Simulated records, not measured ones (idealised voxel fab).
Proc. module: voxel wiring stack
Section cut is 195 nm wide and gridded with 5 nm square cells.
Cross-sections here: square-cell grids, written as top-down lists of bands, a band being one or more rows of cells.
This entry defines a band. It first specifies the height of the band's top and the height of its bottom in nm, and then specifies the band's materials from left to right, stating each material with its width in nm. The word "throughout" identifies a single material that fills the band from edge to edge, while the word "air" identifies empty space.
It should be noted that heights are counted from 0, beneath which the wafer as supplied is of one material throughout, and that the lowest band possesses no lower boundary but continues downward, as written in "from 0 down".
Per-row width for "30..40": begins at first number (top row of band), ends at second number (bottom row), increment between rows held constant.
Where the words "all unchanged" appear for a step, the cross-section shows no cell changed by that step; every cell remained as before.
"Internal closed voids" specifies each empty space that is not open to the top and that occupies no fewer than 8 cells, using the form width x height at distance, the distance measured from the left edge and all three quantities in nm.
Formally, on a step line, whatever follows the settings is a remark that the simulator itself makes on the step.
The "overlay nm" setting may appear on a step's line; for a step that uses a mask, it gives how far to the right of its planned position the mask lay, and a negative value indicates the left.
[This section lists the process steps that were planned]
1 RECEIVE with material Si
2 CONFORMAL_DEP with material SiO2, thk nm 10
3 CONFORMAL_DEP with material SiCN, thk nm 5
4 DIRECTIONAL_DEP with material SiO2, thk nm 15
5 PATTERN with tone open, mask id METAL_1, material resist, width nm 25, pitch nm 55, thk nm 15, overlay nm 0
6 DIRECTIONAL_ETCH with etch materials SiO2, depth nm 15
7 DIRECTIONAL_ETCH with etch materials SiCN, depth nm 5
8 STRIP with etch materials resist
9 CONFORMAL_DEP with material TiN, thk nm 5
10 FILL_DEP with material W, thk nm 5
11 CMP with height nm 30
12 CONFORMAL_DEP with material SiCN, thk nm 5
13 DIRECTIONAL_DEP with material lowk, thk nm 15
14 PATTERN with tone open, mask id PLUG_1, material resist, width nm 15, pitch nm 55, thk nm 15, overlay nm 0
15 DIRECTIONAL_ETCH with etch materials lowk, depth nm 15
16 DIRECTIONAL_ETCH with etch materials SiCN, depth nm 5
17 STRIP with etch materials resist
18 CONFORMAL_DEP with material TiN, thk nm 5
19 FILL_DEP with material Ru, thk nm 10
20 CMP with height nm 50
21 DIRECTIONAL_DEP with material TiN, thk nm 5
22 DIRECTIONAL_DEP with material W, thk nm 15
23 DIRECTIONAL_DEP with material aC, thk nm 10
24 PATTERN with tone cover, mask id METAL_2, material resist, width nm 25, pitch nm 55, thk nm 25, overlay nm 0
25 DIRECTIONAL_ETCH with etch materials aC, depth nm 10
26 STRIP with etch materials resist
27 DIRECTIONAL_ETCH with etch materials W, depth nm 15
28 DIRECTIONAL_ETCH with etch materials TiN, depth nm 5
29 STRIP with etch materials aC
30 CONFORMAL_DEP with material SiN, thk nm 5
31 FILL_DEP with material SiO2, thk nm 5
32 CMP with height nm 70
33 CONFORMAL_DEP with material SiCN, thk nm 5
34 DIRECTIONAL_DEP with material lowk, thk nm 25
35 MASKED_ETCH with tone open, mask id METAL_3_HOLES, width nm 15, etch materials lowk, depth nm 25, overlay nm 0
36 PATTERN with tone open, mask id METAL_3, material resist, width nm 25, pitch nm 55, thk nm 20, overlay nm 0
37 DIRECTIONAL_ETCH with etch materials lowk, depth nm 15
38 DIRECTIONAL_ETCH with etch materials SiCN, depth nm 5
39 STRIP with etch materials resist
40 CONFORMAL_DEP with material TiN, thk nm 5
41 FILL_DEP with material Cu, thk nm 10
42 CMP with height nm 100
43 CONFORMAL_DEP with material SiCN, thk nm 5
[Wafer as received: cross-section following step 1]
    from 0 down = Si throughout
    Internal closed voids: none
[As-planned run: cross-section of the first of two wafers at end of module]
    from 105 to 100 = SiCN throughout
    from 100 to 90 = lowk 55 nm, then TiN 5 nm, then Cu 15 nm, then TiN 5 nm, then lowk 30 nm, then TiN 5 nm, then Cu 15 nm, then TiN 5 nm, then lowk 60 nm
    from 90 to 85 = lowk 55 nm, then TiN 5 nm, then Cu 5 nm, then TiN 15 nm, then lowk 30 nm, then TiN 25 nm, then lowk 60 nm
    from 85 to 75 = lowk 55 nm, then TiN 5 nm, then Cu 5 nm, then TiN 5 nm, then lowk 125 nm
    from 75 to 70 = SiCN 55 nm, then TiN 15 nm, then SiCN 125 nm
    from 70 to 55 = SiO2 50 nm, then SiN 5 nm, then W 25 nm, then SiN 5 nm, then SiO2 20 nm, then SiN 5 nm, then W 25 nm, then SiN 5 nm, then SiO2 55 nm
    from 55 to 50 = SiN 55 nm, then TiN 25 nm, then SiN 30 nm, then TiN 25 nm, then SiN 60 nm
    from 50 to 35 = lowk 55 nm, then TiN 5 nm, then Ru 5 nm, then TiN 5 nm, then lowk 40 nm, then TiN 5 nm, then Ru 5 nm, then TiN 5 nm, then lowk 70 nm
    from 35 to 30 = SiCN 55 nm, then TiN 15 nm, then SiCN 40 nm, then TiN 15 nm, then SiCN 70 nm
    from 30 to 15 = SiO2 55 nm, then TiN 5 nm, then W 15 nm, then TiN 5 nm, then SiO2 30 nm, then TiN 5 nm, then W 15 nm, then TiN 5 nm, then SiO2 60 nm
    from 15 to 10 = SiCN 55 nm, then TiN 25 nm, then SiCN 30 nm, then TiN 25 nm, then SiCN 60 nm
    from 10 to 0 = SiO2 throughout
    from 0 down = Si throughout
    Internal closed voids: none
[Wafer two, sectioned after the module: the first wafer's start, the first wafer's plan, and one mistake in how it was run]
    from 105 to 100 = SiCN throughout
    from 100 to 90 = lowk 55 nm, then TiN 5 nm, then Cu 15 nm, then TiN 5 nm, then lowk 30 nm, then TiN 5 nm, then Cu 15 nm, then TiN 5 nm, then lowk 60 nm
    from 90 to 85 = lowk 55 nm, then TiN 5 nm, then Cu 5 nm, then TiN 15 nm, then lowk 30 nm, then TiN 25 nm, then lowk 60 nm
    from 85 to 75 = lowk 55 nm, then TiN 5 nm, then Cu 5 nm, then TiN 5 nm, then lowk 125 nm
    from 75 to 70 = SiCN 55 nm, then TiN 15 nm, then SiCN 125 nm
    from 70 to 65 = SiN 55 nm, then TiN 25 nm, then SiN 30 nm, then TiN 25 nm, then SiN 60 nm
    from 65 to 50 = W throughout
    from 50 to 35 = lowk 55 nm, then TiN 5 nm, then Ru 5 nm, then TiN 5 nm, then lowk 40 nm, then TiN 5 nm, then Ru 5 nm, then TiN 5 nm, then lowk 70 nm
    from 35 to 30 = SiCN 55 nm, then TiN 15 nm, then SiCN 40 nm, then TiN 15 nm, then SiCN 70 nm
    from 30 to 15 = SiO2 55 nm, then TiN 5 nm, then W 15 nm, then TiN 5 nm, then SiO2 30 nm, then TiN 5 nm, then W 15 nm, then TiN 5 nm, then SiO2 60 nm
    from 15 to 10 = SiCN 55 nm, then TiN 25 nm, then SiCN 30 nm, then TiN 25 nm, then SiCN 60 nm
    from 10 to 0 = SiO2 throughout
    from 0 down = Si throughout
    Internal closed voids: none
It is concluded that the wafer was processed incorrectly with respect to the plan, in that order of steps 21 and 22 inverted relative to the plan
Final cells, second wafer relative to first, materials higher or lower: -12 SiN | -75 SiO2 | +87 W
